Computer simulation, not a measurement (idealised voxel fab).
voxel self aligned vias: a process module
Xsec cut, 235 nm wide, square cell size 5 nm.
In what follows, cross-sections appear as grids of square cells, described through bands that run from the top down, where every band is one or more rows of cells.
Band: top and bottom heights (nm) first, top before bottom; then materials from left to right, widths in nm. "full width" marks a sole material filling the band edge to edge. "empty" denotes empty space.
Basically, 0 is our baseline, since under it the wafer straight out of the box is all one material. The bottom band has no lower end and keeps on going down, so it looks like "0 nm and below".
Think of "30..40" as a width that walks from the first number to the second as you go down the band, top row to bottom row, taking equal-sized steps from row to row.
What does "remained unchanged" mean for a step? It means no cell of the cross-section changed in that step.
Enclosed voids (no open way to top), threshold 8 cells or more, entry "Entrapped void list", notation width x height at distance, distance from left edge, nm.
Formally, on a step line, whatever follows the settings is a remark that the simulator itself makes on the step.
Each step line may optionally specify "overlay nm", which for a step with a mask gives the rightward distance between the mask's planned place and where it lay, a negative value indicating the leftward direction.

# Set out below are the planned steps of the process
1,RECEIVE: material Si
2,CONFORMAL_DEP: material SiO2, thk nm 15
3,CONFORMAL_DEP: material SiCN, thk nm 5
4,DIRECTIONAL_DEP: material SiO2, thk nm 30
5,MASKED_ETCH: tone open, mask id LINES, width nm 25, pitch nm 60, etch materials SiO2, depth nm 30, overlay nm 0
6,CONFORMAL_DEP: material TiN, thk nm 5
7,FILL_DEP: material W, thk nm 10
8,CMP: height nm 50
9,SELECTIVE_ETCH: etch materials W Ru TiN, depth nm 5
10,FILL_DEP: material SiN, thk nm 5
11,CMP: height nm 50
12,DIRECTIONAL_DEP: material SiO2, thk nm 15
13,MASKED_ETCH: tone open, mask id VIAS, width nm 35, pitch nm 60, etch materials SiO2, depth nm 15, overlay nm 0
14,MASKED_ETCH: tone open, mask id VIAS, width nm 35, pitch nm 60, etch materials SiN, depth nm 5, overlay nm 0
15,CONFORMAL_DEP: material TiN, thk nm 5
16,FILL_DEP: material Cu, thk nm 5
17,CMP: height nm 65
18,CONFORMAL_DEP: material SiCN, thk nm 5

# So this is the incoming wafer in cross-section - it's already been through step 1
- 0 nm and below  Si full width
- Entrapped void list: none

# Cross-section, end of module. Start: as above. Plan: as above. Execution: one mistake
- 70 nm to 65 nm  SiCN full width
- 65 nm to 55 nm  SiO2 60 nm, then TiN 5 nm, then Cu 25 nm, then TiN 5 nm, then SiO2 25 nm, then TiN 5 nm, then Cu 25 nm, then TiN 5 nm, then SiO2 80 nm
- 55 nm to 50 nm  SiO2 60 nm, then TiN 20 nm, then Cu 10 nm, then TiN 5 nm, then SiO2 25 nm, then TiN 20 nm, then Cu 10 nm, then TiN 5 nm, then SiO2 80 nm
- 50 nm to 45 nm  SiO2 75 nm, then TiN 20 nm, then SiN 5 nm, then SiO2 35 nm, then TiN 20 nm, then SiN 5 nm, then SiO2 75 nm
- 45 nm to 25 nm  SiO2 75 nm, then TiN 5 nm, then W 15 nm, then TiN 5 nm, then SiO2 35 nm, then TiN 5 nm, then W 15 nm, then TiN 5 nm, then SiO2 75 nm
- 25 nm to 20 nm  SiO2 75 nm, then TiN 25 nm, then SiO2 35 nm, then TiN 25 nm, then SiO2 75 nm
- 20 nm to 15 nm  SiCN full width
- 15 nm to 0 nm  SiO2 full width
- 0 nm and below  Si full width
- Entrapped void list: none
The mistake made against the process plan was this: contrary to plan, step 13 was performed as MASKED_ETCH: tone open, mask id VIAS, width nm 35, pitch nm 60, etch materials SiO2, depth nm 15, overlay nm -10
